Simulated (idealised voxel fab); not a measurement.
The name of this process module is voxel spacer lines.
Section shown: cut. Width: 155 nm. Cell size: 5 nm, square.
Just so we're on the same page, the cross-sections are grids of square cells, and they're listed out in bands top to bottom, each band one or more rows deep.
Quick guide to a band line: top height, bottom height (nm) up front; then every material left to right with its width in nm. Only one material and it's marked "throughout"? Then it fills the band edge to edge. And "blank" just means empty space.
Heights are expressed relative to 0, this being the level below which the as-received wafer comprises one material exclusively. The lowest band is unbounded in the downward direction and is denoted as in "0..down".
The width entry "30->40" should be interpreted row by row: the top row of cells in the band takes the first number, the bottom row takes the second number, and the change between adjacent rows is uniform throughout.
Given "nothing changed" for a step, no cell of the cross-section differs between before and after that step.
The label "Closed void register" introduces a list of the empty spaces, 8 cells or larger, that have no open way up to the top; each entry in it reads width x height at distance, where the distance is taken from the left edge and all three are stated in nm.
On each step's line, the part that comes after the settings is the simulator's own comment on the step.
The line of a step may include "overlay nm". On a step with a mask, this value is how far to the right of its planned place the mask lay. A negative value means the mask lay to the left.
Below is the list of planned process steps:
1: RECEIVE (material Si)
2: CONFORMAL_DEP (material Al2O3; thk nm 10)
3: DIRECTIONAL_DEP (material W; thk nm 20)
4: DIRECTIONAL_DEP (material aC; thk nm 30)
5: PATTERN (tone cover; mask id MANDREL; material resist; width nm 20; pitch nm 60; thk nm 40; overlay nm 0)
6: DIRECTIONAL_ETCH (etch materials aC; depth nm 30)
7: STRIP (etch materials resist)
8: CONFORMAL_DEP (material SiN; thk nm 10)
9: DIRECTIONAL_ETCH (etch materials SiN; depth nm 10)
10: STRIP (etch materials aC)
11: DIRECTIONAL_ETCH (etch materials W; depth nm 20)
12: STRIP (etch materials SiN)
The first wafer of two, processed as planned:
Shown in cross-section is the wafer as received, that is, as it stands after step 1:
  0..down: Si throughout
  Closed void register: none
So this is the wafer cross-section right after step 2:
  10..0: Al2O3 throughout
  Under the height 0 nothing was changed.
So this is the wafer cross-section right after step 3:
  30..10: W throughout
  Under the height 10 nothing was changed.
So this is the wafer cross-section right after step 4:
  60..30: aC throughout
  Under the height 30 nothing was changed.
So this is the wafer cross-section right after step 5:
  100..60: blank 35, resist 20, blank 40, resist 20, blank 40
  Under the height 60 nothing was changed.
So this is the wafer cross-section right after step 6:
  70..60: blank 35, resist 20, blank 40, resist 20, blank 40
  60..30: blank 35, aC 20, blank 40, aC 20, blank 40
  Under the height 30 nothing was changed.
So this is the wafer cross-section right after step 7:
  60..30: blank 35, aC 20, blank 40, aC 20, blank 40
  Under the height 30 nothing was changed.
So this is the wafer cross-section right after step 8:
  70..60: blank 25, SiN 40, blank 20, SiN 40, blank 30
  60..40: blank 25, SiN 10, aC 20, SiN 10, blank 20, SiN 10, aC 20, SiN 10, blank 30
  40..30: SiN 35, aC 20, SiN 40, aC 20, SiN 40
  Under the height 30 nothing was changed.
So this is the wafer cross-section right after step 9:
  60..30: blank 25, SiN 10, aC 20, SiN 10, blank 20, SiN 10, aC 20, SiN 10, blank 30
  Under the height 30 nothing was changed.
So this is the wafer cross-section right after step 10:
  60..30: blank 25, SiN 10, blank 20, SiN 10, blank 20, SiN 10, blank 20, SiN 10, blank 30
  Under the height 30 nothing was changed.
So this is the wafer cross-section right after step 11:
  60..30: blank 25, SiN 10, blank 20, SiN 10, blank 20, SiN 10, blank 20, SiN 10, blank 30
  30..10: blank 25, W 10, blank 20, W 10, blank 20, W 10, blank 20, W 10, blank 30
  Under the height 10 nothing was changed.
So this is the wafer cross-section right after step 12:
  30..10: blank 25, W 10, blank 20, W 10, blank 20, W 10, blank 20, W 10, blank 30
  Under the height 10 nothing was changed.
What follows concerns the second wafer, which started out like the first and was meant to follow the very same plan; one mistake crept in when it was run, but everything up to and including step 7 is the same as for the first wafer:
Cross-sectional representation of the second wafer at the time designated in the plan for the completion of step 8:
  70..60: blank 25, W 40, blank 20, W 40, blank 30
  60..40: blank 25, W 10, aC 20, W 10, blank 20, W 10, aC 20, W 10, blank 30
  40..30: W 35, aC 20, W 40, aC 20, W 40
  Under the height 30 nothing was changed.
Cross-sectional representation of the second wafer at the time designated in the plan for the completion of step 9: nothing changed
Cross-sectional representation of the second wafer at the time designated in the plan for the completion of step 10: nothing changed
Cross-sectional representation of the second wafer at the time designated in the plan for the completion of step 11:
  60..50: blank 35, aC 20, blank 40, aC 20, blank 40
  50..30: blank 25, W 10, aC 20, W 10, blank 20, W 10, aC 20, W 10, blank 30
  30..20: blank 25, W 40, blank 20, W 40, blank 30
  Under the height 20 nothing was changed.
Cross-sectional representation of the second wafer at the time designated in the plan for the completion of step 12: nothing changed
It is concluded that the wafer was processed incorrectly with respect to the plan, in that step 8 did not happen as planned, as run it was CONFORMAL_DEP (material W; thk nm 10)
Heads up, by the end the second wafer has more or fewer cells of some materials compared to the first: 94 more of W; 48 more of aC
